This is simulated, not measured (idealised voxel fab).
Process module in this document: voxel self aligned vias
For reference, the cross-section in this document is cut, with width 290 nm and square cells of 5 nm.
Just so we're on the same page, the cross-sections are grids of square cells, and they're listed out in bands top to bottom, each band one or more rows deep.
First you get the band's top height and its bottom height, in nm, and then the materials it's made of, left to right, with each width in nm. If you see a single material with "everywhere", that one covers the band edge to edge. "blank" is empty space.
Height datum 0, below which the as-received substrate wafer is one material. Lowest band open at the bottom, running downward: "0..down".
So if you see something like "30..40" for the width, read it as the top row of the band sitting at the first number and the bottom row at the second, with every row in between moving by the same amount as the last.
No cell of the cross-section changed in a step that is given as "remains unaltered".
Encapsulated voids: empty space of 8 cells or more with no open way to the top, each as width x height at its distance from the left edge, in nm
Text after the settings on a step's line: the simulator's own remark on that step.
overlay nm, on a step with a mask: how far to the right of its planned place the mask lay; to the left if negative
So here's the lineup of process steps we planned:
step 1: RECEIVE [material Si]
step 2: CONFORMAL_DEP [material SiO2] [thk nm 10]
step 3: CONFORMAL_DEP [material SiCN] [thk nm 5]
step 4: DIRECTIONAL_DEP [material lowk] [thk nm 20]
step 5: MASKED_ETCH [tone open] [mask id LINES] [width nm 25] [pitch nm 65] [etch materials lowk] [depth nm 20] [overlay nm 0]
step 6: CONFORMAL_DEP [material TiN] [thk nm 5]
step 7: FILL_DEP [material Ru] [thk nm 10]
step 8: CMP [height nm 35]
step 9: SELECTIVE_ETCH [etch materials W Ru TiN] [depth nm 5]
step 10: FILL_DEP [material SiN] [thk nm 10]
step 11: CMP [height nm 35]
step 12: DIRECTIONAL_DEP [material lowk] [thk nm 15]
step 13: DIRECTIONAL_DEP [material aC] [thk nm 10]
step 14: PATTERN [tone open] [mask id VIAS] [material resist] [width nm 45] [pitch nm 65] [thk nm 25] [overlay nm 0]
step 15: DIRECTIONAL_ETCH [etch materials aC] [depth nm 10]
step 16: STRIP [etch materials resist]
step 17: DIRECTIONAL_ETCH [etch materials lowk] [depth nm 15]
step 18: DIRECTIONAL_ETCH [etch materials SiN] [depth nm 5]
step 19: STRIP [etch materials aC]
step 20: CONFORMAL_DEP [material TiN] [thk nm 5]
step 21: FILL_DEP [material Ru] [thk nm 5]
step 22: CMP [height nm 50]
step 23: CONFORMAL_DEP [material SiCN] [thk nm 5]
Cross-section of the wafer upon arrival, representing the state reached after step 1:
  0..down  Si everywhere
  Encapsulated voids: none
This is how the wafer looks in cross-section once the module is done, given the starting state and plan above and one mistake in carrying the plan out:
  55..50  SiCN everywhere
  50..35  lowk (90), then TiN (5), then Ru (35), then TiN (5), then lowk (20), then TiN (5), then Ru (35), then TiN (5), then lowk (90)
  35..30  SiN (90), then TiN (45), then SiN (20), then TiN (45), then SiN (90)
  30..25  TiN (105), then Ru (15), then TiN (50), then Ru (15), then TiN (105)
  25..10  lowk (100), then TiN (5), then Ru (15), then TiN (5), then lowk (40), then TiN (5), then Ru (15), then TiN (5), then lowk (100)
  10..5  lowk (100), then TiN (25), then lowk (40), then TiN (25), then lowk (100)
  5..0  SiCN everywhere
  0..down  Si everywhere
  Encapsulated voids: none
What was the processing mistake? step 2 from the plan never happened, it was just skipped
